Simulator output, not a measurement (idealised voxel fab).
Title: Process Module voxel wiring stack
Displayed cross-section: cut, width of 285 nm, square cells sized 5 nm.
We lay out every cross-section as a grid of square cells and spell it out in bands from the top down, where one band means one or more rows of cells.
Each band's line starts with the height of the band's top and of its bottom, in nm. Then come its materials from left to right, each with its width in nm. One material with "full width" fills the band from edge to edge. "air" is empty space.
Heads up on the height convention: 0 is the point under which the incoming wafer is all one material, and the lowest band has no bottom, it just keeps going down, like "from 0 down".
A width such as "30 to 40" changes by the same amount from each row of cells to the next, from the band's top row to its bottom row.
It should be understood that the words "remains unaltered", when stated for a given step, signify that the cross-section underwent no change in any of its cells during that step.
Under "Unvented internal voids" you'll find the enclosed gaps, the ones with no way out to the top, that are 8 cells or bigger; each reads width x height at distance, with distance counted from the left edge, everything in nm.
If you see something after the settings on a step's line, that's the simulator's own remark about that step.
On any step carrying a mask, the "overlay nm" setting, if present on the step's line, tells how far right of its planned place the mask lay; negative values point to the left.
The following list gives the planned process steps
- 1: RECEIVE with material Si
- 2: CONFORMAL_DEP with material SiO2, thk nm 15
- 3: CONFORMAL_DEP with material SiCN, thk nm 5
- 4: DIRECTIONAL_DEP with material lowk, thk nm 25
- 5: MASKED_ETCH with tone open, mask id METAL_1, width nm 25, pitch nm 50, etch materials lowk, depth nm 25, overlay nm 0
- 6: MASKED_ETCH with tone open, mask id METAL_1, width nm 25, pitch nm 50, etch materials SiCN, depth nm 5, overlay nm -15
- 7: CONFORMAL_DEP with material TiN, thk nm 5
- 8: FILL_DEP with material Cu, thk nm 10
- 9: CMP with height nm 45
- 10: CONFORMAL_DEP with material SiCN, thk nm 5
- 11: DIRECTIONAL_DEP with material lowk, thk nm 15
- 12: DIRECTIONAL_DEP with material aC, thk nm 10
- 13: PATTERN with tone open, mask id PLUG_1, material resist, width nm 15, pitch nm 50, thk nm 25, overlay nm 0
- 14: DIRECTIONAL_ETCH with etch materials aC, depth nm 10
- 15: STRIP with etch materials resist
- 16: DIRECTIONAL_ETCH with etch materials lowk, depth nm 15
- 17: DIRECTIONAL_ETCH with etch materials SiCN, depth nm 5
- 18: STRIP with etch materials aC
- 19: CONFORMAL_DEP with material TiN, thk nm 5
- 20: FILL_DEP with material Cu, thk nm 5
- 21: CMP with height nm 65
- 22: CONFORMAL_DEP with material SiCN, thk nm 5
- 23: DIRECTIONAL_DEP with material SiO2, thk nm 25
- 24: DIRECTIONAL_DEP with material aC, thk nm 15
- 25: PATTERN with tone open, mask id METAL_2, material resist, width nm 25, pitch nm 50, thk nm 30, overlay nm 0
- 26: DIRECTIONAL_ETCH with etch materials aC, depth nm 15
- 27: STRIP with etch materials resist
- 28: DIRECTIONAL_ETCH with etch materials SiO2, depth nm 25
- 29: DIRECTIONAL_ETCH with etch materials SiCN, depth nm 5
- 30: STRIP with etch materials aC
- 31: CONFORMAL_DEP with material TiN, thk nm 5
- 32: FILL_DEP with material Cu, thk nm 10
- 33: CMP with height nm 95
- 34: EPI with material Ru, thk nm 5
- 35: FILL_DEP with material SiCN, thk nm 5
- 36: DIRECTIONAL_DEP with material SiO2, thk nm 30
- 37: MASKED_ETCH with tone open, mask id METAL_3_HOLES, width nm 15, pitch nm 50, etch materials SiO2, depth nm 30, overlay nm 0
- 38: DIRECTIONAL_DEP with material aC, thk nm 15
- 39: PATTERN with tone open, mask id METAL_3, material resist, width nm 25, pitch nm 50, thk nm 30, overlay nm 0
- 40: DIRECTIONAL_ETCH with etch materials aC, depth nm 15
- 41: STRIP with etch materials resist
- 42: DIRECTIONAL_ETCH with etch materials SiO2, depth nm 20
- 43: DIRECTIONAL_ETCH with etch materials SiCN, depth nm 5
- 44: STRIP with etch materials aC
- 45: CONFORMAL_DEP with material TiN, thk nm 5
- 46: FILL_DEP with material Cu, thk nm 10
- 47: CMP with height nm 135
- 48: CONFORMAL_DEP with material SiCN, thk nm 5
Wafer-to-wafer difference: overlay nm, step 6. Common start. Plan = first wafer's value.
First of several wafers (as received, post step 1), cross-sectional view
  from 0 down: Si full width
  Unvented internal voids: none
Below is a per-wafer table. In it, each row describes the wafer at the end of the module by giving, for each material, the number of cells gained (+) or lost (-) since the wafer was received, and after that the closed voids of the wafer
overlay nm -15; +168 Cu; +28 Ru; +262 SiCN; +594 SiO2; +224 TiN; +320 lowk; Unvented internal voids: none
overlay nm -10; +172 Cu; +28 Ru; +258 SiCN; +594 SiO2; +224 TiN; +320 lowk; Unvented internal voids: none
overlay nm -5; +176 Cu; +28 Ru; +254 SiCN; +594 SiO2; +224 TiN; +320 lowk; Unvented internal voids: none
overlay nm 0; +180 Cu; +28 Ru; +250 SiCN; +594 SiO2; +224 TiN; +320 lowk; Unvented internal voids: none
overlay nm 5; +176 Cu; +28 Ru; +254 SiCN; +594 SiO2; +224 TiN; +320 lowk; Unvented internal voids: none
overlay nm 10; +172 Cu; +28 Ru; +258 SiCN; +594 SiO2; +224 TiN; +320 lowk; Unvented internal voids: none
overlay nm 15; +168 Cu; +28 Ru; +262 SiCN; +594 SiO2; +224 TiN; +320 lowk; Unvented internal voids: none
